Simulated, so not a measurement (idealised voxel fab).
Process module name: voxel self aligned vias
Cross-section cut spans 295 nm and uses square cells 5 nm in size.
Cross-section = grid of square cells, listed top down in bands; band = one or more rows.
First you get the band's top height and its bottom height, in nm, and then the materials it's made of, left to right, with each width in nm. If you see a single material with "everywhere", that one covers the band edge to edge. "empty" is empty space.
Heights from 0 (as-received wafer is one material below). Bottom band endless downward, as "0 down".
So if you see something like "30->40" for the width, read it as the top row of the band sitting at the first number and the bottom row at the second, with every row in between moving by the same amount as the last.
"all unchanged" (step): cross-section cells unchanged, all of them.
"Enclosed voids" contains a list of empty spaces, each no smaller than 8 cells and without an open way to the top, written in the form width x height at distance with the distance from the left edge and all three in nm.
Anything after a step's settings on that line? It's the simulator's own note about the step.
overlay nm: on a step with a mask, how far right of its planned place the mask lay; negative means left.

**These are the steps we planned for the process**
- 1: RECEIVE | material Si
- 2: CONFORMAL_DEP | material SiO2 | thk nm 10
- 3: CONFORMAL_DEP | material SiCN | thk nm 5
- 4: DIRECTIONAL_DEP | material SiO2 | thk nm 30
- 5: MASKED_ETCH | tone open | mask id LINES | width nm 25 | pitch nm 65 | etch materials SiO2 | depth nm 30 | overlay nm 0
- 6: CONFORMAL_DEP | material TiN | thk nm 5
- 7: FILL_DEP | material W | thk nm 10
- 8: CMP | height nm 45
- 9: SELECTIVE_ETCH | etch materials W Ru TiN | depth nm 10
- 10: FILL_DEP | material SiN | thk nm 5
- 11: CMP | height nm 45
- 12: DIRECTIONAL_DEP | material SiO2 | thk nm 15
- 13: PATTERN | tone open | mask id VIAS | material resist | width nm 35 | pitch nm 130 | thk nm 15 | overlay nm 0
- 14: DIRECTIONAL_ETCH | etch materials SiO2 | depth nm 15
- 15: DIRECTIONAL_ETCH | etch materials SiN | depth nm 10
- 16: STRIP | etch materials resist
- 17: CONFORMAL_DEP | material TiN | thk nm 5
- 18: FILL_DEP | material Ru | thk nm 10
- 19: CMP | height nm 60
- 20: CONFORMAL_DEP | material SiCN | thk nm 5

**first wafer, as planned**

**Shown in cross-section is the wafer as received, that is, as it stands after step 1**
* 0 down  Si everywhere
* Enclosed voids: none

**Cross-section of the wafer after step 2**
* 10 to 0  SiO2 everywhere
* Everything under 0 stays put, no change at all.

**Cross-section of the wafer after step 3**
* 15 to 10  SiCN everywhere
* Everything under 10 stays put, no change at all.

**Cross-section of the wafer after step 4**
* 45 to 15  SiO2 everywhere
* Everything under 15 stays put, no change at all.

**Cross-section of the wafer after step 5**
* 45 to 15  70 SiO2; 25 empty; 40 SiO2; 25 empty; 40 SiO2; 25 empty; 70 SiO2
* Everything under 15 stays put, no change at all.

**Cross-section of the wafer after step 6**
* 50 to 45  75 TiN; 15 empty; 50 TiN; 15 empty; 50 TiN; 15 empty; 75 TiN
* 45 to 20  70 SiO2; 5 TiN; 15 empty; 5 TiN; 40 SiO2; 5 TiN; 15 empty; 5 TiN; 40 SiO2; 5 TiN; 15 empty; 5 TiN; 70 SiO2
* 20 to 15  70 SiO2; 25 TiN; 40 SiO2; 25 TiN; 40 SiO2; 25 TiN; 70 SiO2
* Everything under 15 stays put, no change at all.

**Cross-section of the wafer after step 7**
* 60 to 50  W everywhere
* 50 to 45  75 TiN; 15 W; 50 TiN; 15 W; 50 TiN; 15 W; 75 TiN
* 45 to 20  70 SiO2; 5 TiN; 15 W; 5 TiN; 40 SiO2; 5 TiN; 15 W; 5 TiN; 40 SiO2; 5 TiN; 15 W; 5 TiN; 70 SiO2
* Everything under 20 stays put, no change at all.

**Cross-section of the wafer after step 8**
* 45 to 20  70 SiO2; 5 TiN; 15 W; 5 TiN; 40 SiO2; 5 TiN; 15 W; 5 TiN; 40 SiO2; 5 TiN; 15 W; 5 TiN; 70 SiO2
* Everything under 20 stays put, no change at all.

**Cross-section of the wafer after step 9**
* 45 to 35  70 SiO2; 25 empty; 40 SiO2; 25 empty; 40 SiO2; 25 empty; 70 SiO2
* Everything under 35 stays put, no change at all.

**Cross-section of the wafer after step 10**
* 50 to 45  SiN everywhere
* 45 to 35  70 SiO2; 25 SiN; 40 SiO2; 25 SiN; 40 SiO2; 25 SiN; 70 SiO2
* Everything under 35 stays put, no change at all.

**Cross-section of the wafer after step 11**
* 45 to 35  70 SiO2; 25 SiN; 40 SiO2; 25 SiN; 40 SiO2; 25 SiN; 70 SiO2
* Everything under 35 stays put, no change at all.

**Cross-section of the wafer after step 12**
* 60 to 45  SiO2 everywhere
* Everything under 45 stays put, no change at all.

**Cross-section of the wafer after step 13**
* 75 to 60  65 resist; 35 empty; 95 resist; 35 empty; 65 resist
* Everything under 60 stays put, no change at all.

**Cross-section of the wafer after step 14**
* 75 to 60  65 resist; 35 empty; 95 resist; 35 empty; 65 resist
* 60 to 45  65 SiO2; 35 empty; 95 SiO2; 35 empty; 65 SiO2
* Everything under 45 stays put, no change at all.

**Cross-section of the wafer after step 15**
* 75 to 60  65 resist; 35 empty; 95 resist; 35 empty; 65 resist
* 60 to 45  65 SiO2; 35 empty; 95 SiO2; 35 empty; 65 SiO2
* 45 to 35  70 SiO2; 25 empty; 40 SiO2; 25 SiN; 40 SiO2; 25 empty; 70 SiO2
* Everything under 35 stays put, no change at all.

**Cross-section of the wafer after step 16**
* 60 to 45  65 SiO2; 35 empty; 95 SiO2; 35 empty; 65 SiO2
* Everything under 45 stays put, no change at all.

**Cross-section of the wafer after step 17**
* 65 to 60  70 TiN; 25 empty; 105 TiN; 25 empty; 70 TiN
* 60 to 50  65 SiO2; 5 TiN; 25 empty; 5 TiN; 95 SiO2; 5 TiN; 25 empty; 5 TiN; 65 SiO2
* 50 to 45  65 SiO2; 10 TiN; 15 empty; 10 TiN; 95 SiO2; 10 TiN; 15 empty; 10 TiN; 65 SiO2
* 45 to 40  70 SiO2; 5 TiN; 15 empty; 5 TiN; 40 SiO2; 25 SiN; 40 SiO2; 5 TiN; 15 empty; 5 TiN; 70 SiO2
* 40 to 35  70 SiO2; 25 TiN; 40 SiO2; 25 SiN; 40 SiO2; 25 TiN; 70 SiO2
* Everything under 35 stays put, no change at all.

**Cross-section of the wafer after step 18**
* 75 to 65  Ru everywhere
* 65 to 60  70 TiN; 25 Ru; 105 TiN; 25 Ru; 70 TiN
* 60 to 50  65 SiO2; 5 TiN; 25 Ru; 5 TiN; 95 SiO2; 5 TiN; 25 Ru; 5 TiN; 65 SiO2
* 50 to 45  65 SiO2; 10 TiN; 15 Ru; 10 TiN; 95 SiO2; 10 TiN; 15 Ru; 10 TiN; 65 SiO2
* 45 to 40  70 SiO2; 5 TiN; 15 Ru; 5 TiN; 40 SiO2; 25 SiN; 40 SiO2; 5 TiN; 15 Ru; 5 TiN; 70 SiO2
* Everything under 40 stays put, no change at all.

**Cross-section of the wafer after step 19**
* 60 to 50  65 SiO2; 5 TiN; 25 Ru; 5 TiN; 95 SiO2; 5 TiN; 25 Ru; 5 TiN; 65 SiO2
* Everything under 50 stays put, no change at all.

**Cross-section of the wafer after step 20**
* 65 to 60  SiCN everywhere
* Everything under 60 stays put, no change at all.

**Second of two: same start, same plan, one run error; steps up to and including 5 match the first**

**Cross-section of the second wafer when, according to plan, step 6 should have finished**
* 50 to 45  75 SiN; 15 empty; 50 SiN; 15 empty; 50 SiN; 15 empty; 75 SiN
* 45 to 20  70 SiO2; 5 SiN; 15 empty; 5 SiN; 40 SiO2; 5 SiN; 15 empty; 5 SiN; 40 SiO2; 5 SiN; 15 empty; 5 SiN; 70 SiO2
* 20 to 15  70 SiO2; 25 SiN; 40 SiO2; 25 SiN; 40 SiO2; 25 SiN; 70 SiO2
* Everything under 15 stays put, no change at all.

**Cross-section of the second wafer when, according to plan, step 7 should have finished**
* 60 to 50  W everywhere
* 50 to 45  75 SiN; 15 W; 50 SiN; 15 W; 50 SiN; 15 W; 75 SiN
* 45 to 20  70 SiO2; 5 SiN; 15 W; 5 SiN; 40 SiO2; 5 SiN; 15 W; 5 SiN; 40 SiO2; 5 SiN; 15 W; 5 SiN; 70 SiO2
* Everything under 20 stays put, no change at all.

**Cross-section of the second wafer when, according to plan, step 8 should have finished**
* 45 to 20  70 SiO2; 5 SiN; 15 W; 5 SiN; 40 SiO2; 5 SiN; 15 W; 5 SiN; 40 SiO2; 5 SiN; 15 W; 5 SiN; 70 SiO2
* Everything under 20 stays put, no change at all.

**Cross-section of the second wafer when, according to plan, step 9 should have finished**
* 45 to 35  70 SiO2; 5 SiN; 15 empty; 5 SiN; 40 SiO2; 5 SiN; 15 empty; 5 SiN; 40 SiO2; 5 SiN; 15 empty; 5 SiN; 70 SiO2
* Everything under 35 stays put, no change at all.

**Cross-section of the second wafer when, according to plan, step 10 should have finished**
* 50 to 45  SiN everywhere
* 45 to 35  70 SiO2; 25 SiN; 40 SiO2; 25 SiN; 40 SiO2; 25 SiN; 70 SiO2
* Everything under 35 stays put, no change at all.

**Cross-section of the second wafer when, according to plan, step 11 should have finished**
* 45 to 35  70 SiO2; 25 SiN; 40 SiO2; 25 SiN; 40 SiO2; 25 SiN; 70 SiO2
* Everything under 35 stays put, no change at all.

**Cross-section of the second wafer when, according to plan, step 12 should have finished**
* 60 to 45  SiO2 everywhere
* Everything under 45 stays put, no change at all.

**Cross-section of the second wafer when, according to plan, step 13 should have finished**
* 75 to 60  65 resist; 35 empty; 95 resist; 35 empty; 65 resist
* Everything under 60 stays put, no change at all.

**Cross-section of the second wafer when, according to plan, step 14 should have finished**
* 75 to 60  65 resist; 35 empty; 95 resist; 35 empty; 65 resist
* 60 to 45  65 SiO2; 35 empty; 95 SiO2; 35 empty; 65 SiO2
* Everything under 45 stays put, no change at all.

**Cross-section of the second wafer when, according to plan, step 15 should have finished**
* 75 to 60  65 resist; 35 empty; 95 resist; 35 empty; 65 resist
* 60 to 45  65 SiO2; 35 empty; 95 SiO2; 35 empty; 65 SiO2
* 45 to 35  70 SiO2; 25 empty; 40 SiO2; 25 SiN; 40 SiO2; 25 empty; 70 SiO2
* Everything under 35 stays put, no change at all.

**Cross-section of the second wafer when, according to plan, step 16 should have finished**
* 60 to 45  65 SiO2; 35 empty; 95 SiO2; 35 empty; 65 SiO2
* Everything under 45 stays put, no change at all.

**Cross-section of the second wafer when, according to plan, step 17 should have finished**
* 65 to 60  70 TiN; 25 empty; 105 TiN; 25 empty; 70 TiN
* 60 to 50  65 SiO2; 5 TiN; 25 empty; 5 TiN; 95 SiO2; 5 TiN; 25 empty; 5 TiN; 65 SiO2
* 50 to 45  65 SiO2; 10 TiN; 15 empty; 10 TiN; 95 SiO2; 10 TiN; 15 empty; 10 TiN; 65 SiO2
* 45 to 40  70 SiO2; 5 TiN; 15 empty; 5 TiN; 40 SiO2; 25 SiN; 40 SiO2; 5 TiN; 15 empty; 5 TiN; 70 SiO2
* 40 to 35  70 SiO2; 25 TiN; 40 SiO2; 25 SiN; 40 SiO2; 25 TiN; 70 SiO2
* Everything under 35 stays put, no change at all.

**Cross-section of the second wafer when, according to plan, step 18 should have finished**
* 75 to 65  Ru everywhere
* 65 to 60  70 TiN; 25 Ru; 105 TiN; 25 Ru; 70 TiN
* 60 to 50  65 SiO2; 5 TiN; 25 Ru; 5 TiN; 95 SiO2; 5 TiN; 25 Ru; 5 TiN; 65 SiO2
* 50 to 45  65 SiO2; 10 TiN; 15 Ru; 10 TiN; 95 SiO2; 10 TiN; 15 Ru; 10 TiN; 65 SiO2
* 45 to 40  70 SiO2; 5 TiN; 15 Ru; 5 TiN; 40 SiO2; 25 SiN; 40 SiO2; 5 TiN; 15 Ru; 5 TiN; 70 SiO2
* Everything under 40 stays put, no change at all.

**Cross-section of the second wafer when, according to plan, step 19 should have finished**
* 60 to 50  65 SiO2; 5 TiN; 25 Ru; 5 TiN; 95 SiO2; 5 TiN; 25 Ru; 5 TiN; 65 SiO2
* Everything under 50 stays put, no change at all.

**Cross-section of the second wafer when, according to plan, step 20 should have finished**
* 65 to 60  SiCN everywhere
* Everything under 60 stays put, no change at all.
What went wrong in running the wafer? not per plan at step 6, really ran CONFORMAL_DEP | material SiN | thk nm 5
Once processing is complete, comparing cell counts shows that the second wafer has more or fewer of certain materials than the first: 33 more of SiN; 33 fewer of TiN
